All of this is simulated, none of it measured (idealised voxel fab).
The following process module bears the name voxel plated lines.
270 nm wide, 5 nm square cells: that's cross-section cut.
Notation: cross-section as square-cell grid; stated in bands, top first, going down; one or more cell rows per band.
Heads up on the band format: heights come first, top then bottom, in nm. After that it's the materials left to right, each with its width in nm. A single material flagged "throughout" fills the whole band edge to edge, and "air" means there's empty space there.
Where do heights start? At 0: under that level the wafer as delivered is made of one material only. And the lowest band has no floor; it just carries on downward, as in "0 down".
You'd read "30->40" like this: the band's top row of cells is as wide as the first number, its bottom row is as wide as the second, and going down, every row changes width by the same amount as the row before did.
It should be understood that the words "nothing different", when stated for a given step, signify that the cross-section underwent no change in any of its cells during that step.
Empty spaces without an open route to the top, at least 8 cells in extent, make up the entry "Sealed void inventory"; each is given as width x height at distance, where the distance is measured from the left edge, and all are in nm.
Anything after a step's settings on that line? It's the simulator's own note about the step.
For masked steps, "overlay nm" on the step line gives how far right of plan the mask actually lay; a minus sign means it lay to the left.
Steps in the process plan:
1: RECEIVE | material Si
2: CONFORMAL_DEP | material Al2O3 | thk nm 15
3: DIRECTIONAL_DEP | material TiN | thk nm 5
4: PATTERN | tone open | mask id LINES | material resist | width nm 15 | pitch nm 35 | thk nm 30 | overlay nm 0
5: EPI | material Ru | thk nm 10
6: EPI | material Ru | thk nm 5
7: STRIP | etch materials resist
8: DIRECTIONAL_ETCH | etch materials TiN | depth nm 5
9: CONFORMAL_DEP | material SiO2 | thk nm 5
So, the first of our two wafers, run just as we planned it:
as received, after step 1:
	0 down = Si throughout
	Sealed void inventory: none
Step 2 done - wafer cross-section:
	15 to 0 = Al2O3 throughout
	Under 0: no change, same as before.
Step 3 done - wafer cross-section:
	20 to 15 = TiN throughout
	Under 15: no change, same as before.
Step 4 done - wafer cross-section:
	50 to 20 = 110 resist  15 air  20 resist  15 air  110 resist
	Under 20: no change, same as before.
Step 5 done - wafer cross-section:
	50 to 30 = 110 resist  15 air  20 resist  15 air  110 resist
	30 to 20 = 110 resist  15 Ru  20 resist  15 Ru  110 resist
	Under 20: no change, same as before.
Step 6 done - wafer cross-section:
	50 to 35 = 110 resist  15 air  20 resist  15 air  110 resist
	35 to 20 = 110 resist  15 Ru  20 resist  15 Ru  110 resist
	Under 20: no change, same as before.
Step 7 done - wafer cross-section:
	35 to 20 = 110 air  15 Ru  20 air  15 Ru  110 air
	Under 20: no change, same as before.
Step 8 done - wafer cross-section:
	35 to 20 = 110 air  15 Ru  20 air  15 Ru  110 air
	20 to 15 = 110 air  15 TiN  20 air  15 TiN  110 air
	Under 15: no change, same as before.
Step 9 done - wafer cross-section:
	40 to 35 = 105 air  25 SiO2  10 air  25 SiO2  105 air
	35 to 20 = 105 air  5 SiO2  15 Ru  5 SiO2  10 air  5 SiO2  15 Ru  5 SiO2  105 air
	20 to 15 = 110 SiO2  15 TiN  20 SiO2  15 TiN  110 SiO2
	Under 15: no change, same as before.
Second wafer: same start and same plan as the first, one execution error; identical to the first through step 5:
What the second wafer looks like in cross-section when step 6 should have wrapped up:
	30 to 20 = 110 air  15 Ru  20 air  15 Ru  110 air
	Under 20: no change, same as before.
What the second wafer looks like in cross-section when step 7 should have wrapped up:
	35 to 25 = 105 air  25 Ru  10 air  25 Ru  105 air
	25 to 20 = Ru throughout
	Under 20: no change, same as before.
What the second wafer looks like in cross-section when step 8 should have wrapped up: nothing different
What the second wafer looks like in cross-section when step 9 should have wrapped up:
	40 to 35 = 100 air  70 SiO2  100 air
	35 to 30 = 100 air  5 SiO2  25 Ru  10 SiO2  25 Ru  5 SiO2  100 air
	30 to 25 = 105 SiO2  25 Ru  10 SiO2  25 Ru  105 SiO2
	Under 25: no change, same as before.
It is concluded that the wafer was processed incorrectly with respect to the plan, in that deviation from plan: step 7 and step 6 executed in one another's positions
Looking at both finished wafers in cells, the second ends up ahead of or behind the first on some materials: Ru +56 | SiO2 -8 | TiN +48
